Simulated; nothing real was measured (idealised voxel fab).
This is a process module. Its name is voxel gate over fins.
Square cells of 5 nm make up the cross-section cut, whose width is 170 nm.
Format of a cross-section: grid, square cells. Given as bands. Order: top down. Band: one or more rows of cells. Look at the band entry: it leads with the top's height and the bottom's height in nm. Then it lists the materials left to right, with a width in nm for each. The word "edge to edge" on a single material says that material fills the band edge to edge. The word "empty" is empty space. We count height from 0. Below that, the starting wafer is all one material. The lowest band never ends at the bottom but goes on down; see "top 0, no bottom" for how that is written. Width "30 to 40": first value at the band's top row of cells, second value at its bottom row, equal change from row to row. "nothing altered", as given for a step, is the statement that not any cell of the cross-section underwent a change during that step. "Enclosed internal cavities" specifies each empty space that is not open to the top and that occupies no fewer than 8 cells, using the form width x height at distance, the distance measured from the left edge and all three quantities in nm. Step line, after settings: the simulator's comment on this step. You can add "overlay nm" to a step's line. For a step with a mask, it describes how far the mask lay to the right of its planned position, and a negative number describes a lay to the left.

Process steps (planned)
1,RECEIVE (material Si)
2,CONFORMAL_DEP (material SiN; thk nm 10)
3,DIRECTIONAL_DEP (material aC; thk nm 10)
4,PATTERN (tone cover; mask id FINS; material resist; width nm 15; pitch nm 60; thk nm 30; overlay nm 0)
5,DIRECTIONAL_ETCH (etch materials aC; depth nm 10)
6,STRIP (etch materials resist)
7,DIRECTIONAL_ETCH (etch materials SiN; depth nm 10)
8,DIRECTIONAL_ETCH (etch materials Si; depth nm 35)
9,STRIP (etch materials aC)
10,OXIDIZE (depth nm 5)
11,FILL_DEP (material SiO2; thk nm 5)
12,CMP (height nm 10)
13,DIRECTIONAL_DEP (material aC; thk nm 15)
14,PATTERN (tone open; mask id RAIL; material resist; width nm 15; thk nm 30; overlay nm 0)
15,DIRECTIONAL_ETCH (etch materials aC; depth nm 15)
16,STRIP (etch materials resist)
17,DIRECTIONAL_ETCH (etch materials SiO2; depth nm 40)
18,STRIP (etch materials aC)
19,CONFORMAL_DEP (material TiN; thk nm 5)
20,FILL_DEP (material Ru; thk nm 10)
21,CMP (height nm 10)
22,SELECTIVE_ETCH (etch materials W Ru TiN; depth nm 30)
23,FILL_DEP (material SiO2; thk nm 5)
24,CMP (height nm 10)
25,SELECTIVE_ETCH (etch materials SiO2; depth nm 25)
26,STRIP (etch materials SiN)
27,CONFORMAL_DEP (material HfO2; thk nm 5)
28,CONFORMAL_DEP (material TiN; thk nm 5)
29,CONFORMAL_DEP (material TiAl; thk nm 5)
30,CONFORMAL_DEP (material TiN; thk nm 5)
31,FILL_DEP (material W; thk nm 15)
32,CMP (height nm 30)
33,CONFORMAL_DEP (material SiCN; thk nm 5)

First wafer of two (run as planned)

Received-state cross-section, reflecting completion of step 1
* top 0, no bottom = Si edge to edge
* Enclosed internal cavities: none

So this is the wafer cross-section right after step 2
* top 10, bottom 0 = SiN edge to edge
* below 0: unchanged

So this is the wafer cross-section right after step 3
* top 20, bottom 10 = aC edge to edge
* below 10: unchanged

So this is the wafer cross-section right after step 4
* top 50, bottom 20 = empty (45) | resist (15) | empty (45) | resist (15) | empty (50)
* below 20: unchanged

So this is the wafer cross-section right after step 5
* top 40, bottom 20 = empty (45) | resist (15) | empty (45) | resist (15) | empty (50)
* top 20, bottom 10 = empty (45) | aC (15) | empty (45) | aC (15) | empty (50)
* below 10: unchanged

So this is the wafer cross-section right after step 6
* top 20, bottom 10 = empty (45) | aC (15) | empty (45) | aC (15) | empty (50)
* below 10: unchanged

So this is the wafer cross-section right after step 7
* top 20, bottom 10 = empty (45) | aC (15) | empty (45) | aC (15) | empty (50)
* top 10, bottom 0 = empty (45) | SiN (15) | empty (45) | SiN (15) | empty (50)
* below 0: unchanged

So this is the wafer cross-section right after step 8
* top 20, bottom 10 = empty (45) | aC (15) | empty (45) | aC (15) | empty (50)
* top 10, bottom 0 = empty (45) | SiN (15) | empty (45) | SiN (15) | empty (50)
* top 0, bottom -35 = empty (45) | Si (15) | empty (45) | Si (15) | empty (50)
* below -35: unchanged

So this is the wafer cross-section right after step 9
* top 10, bottom 0 = empty (45) | SiN (15) | empty (45) | SiN (15) | empty (50)
* below 0: unchanged

So this is the wafer cross-section right after step 10
* top 10, bottom 0 = empty (45) | SiN (15) | empty (45) | SiN (15) | empty (50)
* top 0, bottom -35 = empty (45) | SiO2 (5) | Si (5) | SiO2 (5) | empty (45) | SiO2 (5) | Si (5) | SiO2 (5) | empty (50)
* top -35, bottom -40 = SiO2 (50) | Si (5) | SiO2 (55) | Si (5) | SiO2 (55)
* below -40: unchanged

So this is the wafer cross-section right after step 11
* top 15, bottom 10 = SiO2 edge to edge
* top 10, bottom 0 = SiO2 (45) | SiN (15) | SiO2 (45) | SiN (15) | SiO2 (50)
* top 0, bottom -40 = SiO2 (50) | Si (5) | SiO2 (55) | Si (5) | SiO2 (55)
* below -40: unchanged

So this is the wafer cross-section right after step 12
* top 10, bottom 0 = SiO2 (45) | SiN (15) | SiO2 (45) | SiN (15) | SiO2 (50)
* below 0: unchanged

So this is the wafer cross-section right after step 13
* top 25, bottom 10 = aC edge to edge
* below 10: unchanged

So this is the wafer cross-section right after step 14
* top 55, bottom 25 = resist (75) | empty (15) | resist (80)
* below 25: unchanged

So this is the wafer cross-section right after step 15
* top 40, bottom 25 = resist (75) | empty (15) | resist (80)
* top 25, bottom 10 = aC (75) | empty (15) | aC (80)
* below 10: unchanged

So this is the wafer cross-section right after step 16
* top 25, bottom 10 = aC (75) | empty (15) | aC (80)
* below 10: unchanged

So this is the wafer cross-section right after step 17
* top 25, bottom 10 = aC (75) | empty (15) | aC (80)
* top 10, bottom 0 = SiO2 (45) | SiN (15) | SiO2 (15) | empty (15) | SiO2 (15) | SiN (15) | SiO2 (50)
* top 0, bottom -30 = SiO2 (50) | Si (5) | SiO2 (20) | empty (15) | SiO2 (20) | Si (5) | SiO2 (55)
* below -30: unchanged

So this is the wafer cross-section right after step 18
* top 10, bottom 0 = SiO2 (45) | SiN (15) | SiO2 (15) | empty (15) | SiO2 (15) | SiN (15) | SiO2 (50)
* below 0: unchanged

So this is the wafer cross-section right after step 19
* top 15, bottom 10 = TiN (80) | empty (5) | TiN (85)
* top 10, bottom 0 = SiO2 (45) | SiN (15) | SiO2 (15) | TiN (5) | empty (5) | TiN (5) | SiO2 (15) | SiN (15) | SiO2 (50)
* top 0, bottom -25 = SiO2 (50) | Si (5) | SiO2 (20) | TiN (5) | empty (5) | TiN (5) | SiO2 (20) | Si (5) | SiO2 (55)
* top -25, bottom -30 = SiO2 (50) | Si (5) | SiO2 (20) | TiN (15) | SiO2 (20) | Si (5) | SiO2 (55)
* below -30: unchanged

So this is the wafer cross-section right after step 20
* top 25, bottom 15 = Ru edge to edge
* top 15, bottom 10 = TiN (80) | Ru (5) | TiN (85)
* top 10, bottom 0 = SiO2 (45) | SiN (15) | SiO2 (15) | TiN (5) | Ru (5) | TiN (5) | SiO2 (15) | SiN (15) | SiO2 (50)
* top 0, bottom -25 = SiO2 (50) | Si (5) | SiO2 (20) | TiN (5) | Ru (5) | TiN (5) | SiO2 (20) | Si (5) | SiO2 (55)
* below -25: unchanged

So this is the wafer cross-section right after step 21
* top 10, bottom 0 = SiO2 (45) | SiN (15) | SiO2 (15) | TiN (5) | Ru (5) | TiN (5) | SiO2 (15) | SiN (15) | SiO2 (50)
* below 0: unchanged

So this is the wafer cross-section right after step 22
* top 10, bottom 0 = SiO2 (45) | SiN (15) | SiO2 (15) | empty (15) | SiO2 (15) | SiN (15) | SiO2 (50)
* top 0, bottom -20 = SiO2 (50) | Si (5) | SiO2 (20) | empty (15) | SiO2 (20) | Si (5) | SiO2 (55)
* below -20: unchanged

So this is the wafer cross-section right after step 23
* top 15, bottom 10 = SiO2 edge to edge
* top 10, bottom 0 = SiO2 (45) | SiN (15) | SiO2 (45) | SiN (15) | SiO2 (50)
* top 0, bottom -20 = SiO2 (50) | Si (5) | SiO2 (55) | Si (5) | SiO2 (55)
* below -20: unchanged

So this is the wafer cross-section right after step 24
* top 10, bottom 0 = SiO2 (45) | SiN (15) | SiO2 (45) | SiN (15) | SiO2 (50)
* below 0: unchanged

So this is the wafer cross-section right after step 25
* top 10, bottom 0 = empty (45) | SiN (15) | empty (45) | SiN (15) | empty (50)
* top 0, bottom -15 = empty (50) | Si (5) | empty (55) | Si (5) | empty (55)
* below -15: unchanged

So this is the wafer cross-section right after step 26
* top 0, bottom -15 = empty (50) | Si (5) | empty (55) | Si (5) | empty (55)
* below -15: unchanged

So this is the wafer cross-section right after step 27
* top 5, bottom 0 = empty (45) | HfO2 (15) | empty (45) | HfO2 (15) | empty (50)
* top 0, bottom -10 = empty (45) | HfO2 (5) | Si (5) | HfO2 (5) | empty (45) | HfO2 (5) | Si (5) | HfO2 (5) | empty (50)
* top -10, bottom -15 = HfO2 (50) | Si (5) | HfO2 (55) | Si (5) | HfO2 (55)
* below -15: unchanged

So this is the wafer cross-section right after step 28
* top 10, bottom 5 = empty (40) | TiN (25) | empty (35) | TiN (25) | empty (45)
* top 5, bottom 0 = empty (40) | TiN (5) | HfO2 (15) | TiN (5) | empty (35) | TiN (5) | HfO2 (15) | TiN (5) | empty (45)
* top 0, bottom -5 = empty (40) | TiN (5) | HfO2 (5) | Si (5) | HfO2 (5) | TiN (5) | empty (35) | TiN (5) | HfO2 (5) | Si (5) | HfO2 (5) | TiN (5) | empty (45)
* top -5, bottom -10 = TiN (45) | HfO2 (5) | Si (5) | HfO2 (5) | TiN (45) | HfO2 (5) | Si (5) | HfO2 (5) | TiN (50)
* below -10: unchanged

So this is the wafer cross-section right after step 29
* top 15, bottom 10 = empty (35) | TiAl (35) | empty (25) | TiAl (35) | empty (40)
* top 10, bottom 5 = empty (35) | TiAl (5) | TiN (25) | TiAl (5) | empty (25) | TiAl (5) | TiN (25) | TiAl (5) | empty (40)
* top 5, bottom 0 = empty (35) | TiAl (5) | TiN (5) | HfO2 (15) | TiN (5) | TiAl (5) | empty (25) | TiAl (5) | TiN (5) | HfO2 (15) | TiN (5) | TiAl (5) | empty (40)
* top 0, bottom -5 = TiAl (40) | TiN (5) | HfO2 (5) | Si (5) | HfO2 (5) | TiN (5) | TiAl (35) | TiN (5) | HfO2 (5) | Si (5) | HfO2 (5) | TiN (5) | TiAl (45)
* below -5: unchanged

So this is the wafer cross-section right after step 30
* top 20, bottom 15 = empty (30) | TiN (45) | empty (15) | TiN (45) | empty (35)
* top 15, bottom 10 = empty (30) | TiN (5) | TiAl (35) | TiN (5) | empty (15) | TiN (5) | TiAl (35) | TiN (5) | empty (35)
* top 10, bottom 5 = empty (30) | TiN (5) | TiAl (5) | TiN (25) | TiAl (5) | TiN (5) | empty (15) | TiN (5) | TiAl (5) | TiN (25) | TiAl (5) | TiN (5) | empty (35)
* top 5, bottom 0 = TiN (35) | TiAl (5) | TiN (5) | HfO2 (15) | TiN (5) | TiAl (5) | TiN (25) | TiAl (5) | TiN (5) | HfO2 (15) | TiN (5) | TiAl (5) | TiN (40)
* below 0: unchanged

So this is the wafer cross-section right after step 31
* top 35, bottom 20 = W edge to edge
* top 20, bottom 15 = W (30) | TiN (45) | W (15) | TiN (45) | W (35)
* top 15, bottom 10 = W (30) | TiN (5) | TiAl (35) | TiN (5) | W (15) | TiN (5) | TiAl (35) | TiN (5) | W (35)
* top 10, bottom 5 = W (30) | TiN (5) | TiAl (5) | TiN (25) | TiAl (5) | TiN (5) | W (15) | TiN (5) | TiAl (5) | TiN (25) | TiAl (5) | TiN (5) | W (35)
* below 5: unchanged

So this is the wafer cross-section right after step 32
* top 30, bottom 20 = W edge to edge
* below 20: unchanged

So this is the wafer cross-section right after step 33
* top 35, bottom 30 = SiCN edge to edge
* below 30: unchanged

second wafer: like start, like plan, one mistake. Through step 27 it matches the first wafer

Look at the second wafer in cross-section at the time step 28 ought to have finished
* top 20, bottom 5 = empty (30) | TiN (45) | empty (15) | TiN (45) | empty (35)
* top 5, bottom 0 = TiN (45) | HfO2 (15) | TiN (45) | HfO2 (15) | TiN (50)
* top 0, bottom -10 = TiN (45) | HfO2 (5) | Si (5) | HfO2 (5) | TiN (45) | HfO2 (5) | Si (5) | HfO2 (5) | TiN (50)
* below -10: unchanged

Look at the second wafer in cross-section at the time step 29 ought to have finished
* top 25, bottom 20 = empty (25) | TiAl (55) | empty (5) | TiAl (55) | empty (30)
* top 20, bottom 10 = empty (25) | TiAl (5) | TiN (45) | TiAl (5) | empty (5) | TiAl (5) | TiN (45) | TiAl (5) | empty (30)
* top 10, bottom 5 = TiAl (30) | TiN (45) | TiAl (15) | TiN (45) | TiAl (35)
* below 5: unchanged

Look at the second wafer in cross-section at the time step 30 ought to have finished
* top 30, bottom 25 = empty (20) | TiN (125) | empty (25)
* top 25, bottom 20 = empty (20) | TiN (5) | TiAl (55) | TiN (5) | TiAl (55) | TiN (5) | empty (25)
* top 20, bottom 15 = empty (20) | TiN (5) | TiAl (5) | TiN (45) | TiAl (5) | TiN (5) | TiAl (5) | TiN (45) | TiAl (5) | TiN (5) | empty (25)
* top 15, bottom 10 = TiN (25) | TiAl (5) | TiN (45) | TiAl (5) | TiN (5) | TiAl (5) | TiN (45) | TiAl (5) | TiN (30)
* below 10: unchanged

Look at the second wafer in cross-section at the time step 31 ought to have finished
* top 45, bottom 30 = W edge to edge
* top 30, bottom 25 = W (20) | TiN (125) | W (25)
* top 25, bottom 20 = W (20) | TiN (5) | TiAl (55) | TiN (5) | TiAl (55) | TiN (5) | W (25)
* top 20, bottom 15 = W (20) | TiN (5) | TiAl (5) | TiN (45) | TiAl (5) | TiN (5) | TiAl (5) | TiN (45) | TiAl (5) | TiN (5) | W (25)
* below 15: unchanged

Look at the second wafer in cross-section at the time step 32 ought to have finished
* top 30, bottom 25 = W (20) | TiN (125) | W (25)
* below 25: unchanged

Look at the second wafer in cross-section at the time step 33 ought to have finished
* top 35, bottom 30 = SiCN edge to edge
* below 30: unchanged
What was done differently from what was planned? contrary to plan, step 28 was performed as CONFORMAL_DEP (material TiN; thk nm 15)
The final cell counts differ between the wafers, with the second having more or fewer of some materials than the first: TiN: 89 more, W: 89 fewer
